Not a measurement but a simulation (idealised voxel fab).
process module | voxel wiring stack
cross-section cut | 205 nm wide | cells 5 nm
A cross-section is a grid of square cells, given in bands from the top down. A band is one or more rows of cells.
Each band's line starts with the height of the band's top and of its bottom, in nm. Then come its materials from left to right, each with its width in nm. One material with "throughout" fills the band from edge to edge. "air" is empty space.
Height 0 is the level under which the wafer as received is all one material. The lowest band goes on downwards, as in "0 down".
A width such as "30 to 40" changes by the same amount from each row of cells to the next, from the band's top row to its bottom row.
"no change" after a step means that no cell of the cross-section changed.
closed voids: empty space of 8 cells or more with no open way to the top, each as width x height at its distance from the left edge, in nm
after a step's settings: what the simulator itself notes on the step
overlay nm, on a step with a mask: how far to the right of its planned place the mask lay; to the left if negative
plan
1 op RECEIVE | material Si
2 op CONFORMAL_DEP | material SiO2 | thk nm 10
3 op CONFORMAL_DEP | material SiCN | thk nm 5
4 op DIRECTIONAL_DEP | material SiO2 | thk nm 25
5 op PATTERN | tone open | mask id METAL_1 | material resist | width nm 25 | pitch nm 40 | thk nm 20 | overlay nm 0
6 op DIRECTIONAL_ETCH | etch materials SiO2 | depth nm 25
7 op DIRECTIONAL_ETCH | etch materials SiCN | depth nm 5
8 op STRIP | etch materials resist
9 op CONFORMAL_DEP | material TiN | thk nm 5
10 op FILL_DEP | material Cu | thk nm 10
11 op CMP | height nm 40
12 op CONFORMAL_DEP | material SiCN | thk nm 5
13 op DIRECTIONAL_DEP | material SiO2 | thk nm 5
14 op DIRECTIONAL_DEP | material aC | thk nm 15
15 op PATTERN | tone open | mask id PLUG_1 | material resist | width nm 15 | thk nm 30 | overlay nm 0
16 op DIRECTIONAL_ETCH | etch materials aC | depth nm 15
17 op STRIP | etch materials resist
18 op DIRECTIONAL_ETCH | etch materials SiO2 | depth nm 15
19 op DIRECTIONAL_ETCH | etch materials SiCN | depth nm 5
20 op STRIP | etch materials aC
21 op EPI | material Ru | thk nm 10
22 op EPI | material Ru | thk nm 10
23 op DIRECTIONAL_DEP | material TiN | thk nm 5
24 op DIRECTIONAL_DEP | material Ru | thk nm 15
25 op DIRECTIONAL_DEP | material aC | thk nm 10
26 op PATTERN | tone cover | mask id METAL_2 | material resist | width nm 25 | pitch nm 40 | thk nm 25 | overlay nm 0
27 op DIRECTIONAL_ETCH | etch materials aC | depth nm 10
28 op STRIP | etch materials resist
29 op DIRECTIONAL_ETCH | etch materials Ru | depth nm 15
30 op DIRECTIONAL_ETCH | etch materials TiN | depth nm 5
31 op STRIP | etch materials aC
32 op CONFORMAL_DEP | material SiCN | thk nm 5
33 op FILL_DEP | material SiO2 | thk nm 10
34 op CMP | height nm 80
35 op CONFORMAL_DEP | material SiN | thk nm 5
varied across the wafers: thk nm of step 13. The plan shows the first wafer's value. All wafers start alike
first wafer as received, after step 1
  0 down: Si throughout
  closed voids: none
first wafer at the end, after step 35
  85 to 80: SiN throughout
  80 to 75: SiO2 65 | SiCN 5 | Ru 25 | SiCN 5 | SiO2 105
  75 to 70: SiO2 65 | SiCN 5 | Ru 25 | SiCN 5 | SiO2 5 | SiCN 35 | SiO2 65
  70 to 65: SiO2 65 | SiCN 5 | Ru 25 | SiCN 5 | SiO2 5 | SiCN 5 | Ru 25 | SiCN 5 | SiO2 65
  65 to 60: SiO2 55 | SiCN 15 | TiN 25 | SiCN 5 | SiO2 5 | SiCN 5 | Ru 25 | SiCN 5 | SiO2 65
  60 to 55: SiO2 55 | SiCN 5 | Ru 35 | SiCN 5 | SiO2 5 | SiCN 5 | Ru 25 | SiCN 5 | SiO2 65
  55 to 50: SiCN 60 | Ru 35 | SiCN 15 | TiN 25 | SiCN 70
  50 to 45: SiO2 70 | Ru 15 | SiO2 120
  45 to 40: SiCN 70 | Ru 15 | SiCN 120
  40 to 15: SiO2 70 | TiN 5 | Cu 15 | TiN 5 | SiO2 15 | TiN 5 | Cu 15 | TiN 5 | SiO2 70
  15 to 10: SiCN 70 | TiN 25 | SiCN 15 | TiN 25 | SiCN 70
  10 to 0: SiO2 throughout
  0 down: Si throughout
  closed voids: none
last wafer at the end
  85 to 80: SiN throughout
  80 to 75: SiCN 70 | Ru 15 | TiN 10 | SiCN 15 | TiN 25 | SiCN 70
  75 to 65: SiO2 70 | Ru 15 | SiO2 120
  65 to 60: SiO2 70 | TiN 15 | SiO2 120
  60 to 45: SiO2 throughout
  45 to 40: SiCN throughout
  40 to 15: SiO2 70 | TiN 5 | Cu 15 | TiN 5 | SiO2 15 | TiN 5 | Cu 15 | TiN 5 | SiO2 70
  15 to 10: SiCN 70 | TiN 25 | SiCN 15 | TiN 25 | SiCN 70
  10 to 0: SiO2 throughout
  0 down: Si throughout
  closed voids: none
each wafer at the end: cells of each material gained (+) or lost (-) since it was received, then its closed voids
thk nm 5 | +30 Cu | +50 Ru | +123 SiCN | +41 SiN | +413 SiO2 | +40 TiN | closed voids: none
thk nm 10 | +30 Cu | +44 Ru | +122 SiCN | +41 SiN | +420 SiO2 | +40 TiN | closed voids: none
thk nm 15 | +30 Cu | +42 Ru | +112 SiCN | +41 SiN | +432 SiO2 | +40 TiN | closed voids: none
thk nm 20 | +30 Cu | +23 Ru | +114 SiCN | +41 SiN | +449 SiO2 | +40 TiN | closed voids: none
thk nm 25 | +30 Cu | +16 Ru | +110 SiCN | +41 SiN | +460 SiO2 | +40 TiN | closed voids: none
thk nm 30 | +30 Cu | +9 Ru | +103 SiCN | +41 SiN | +474 SiO2 | +40 TiN | closed voids: none
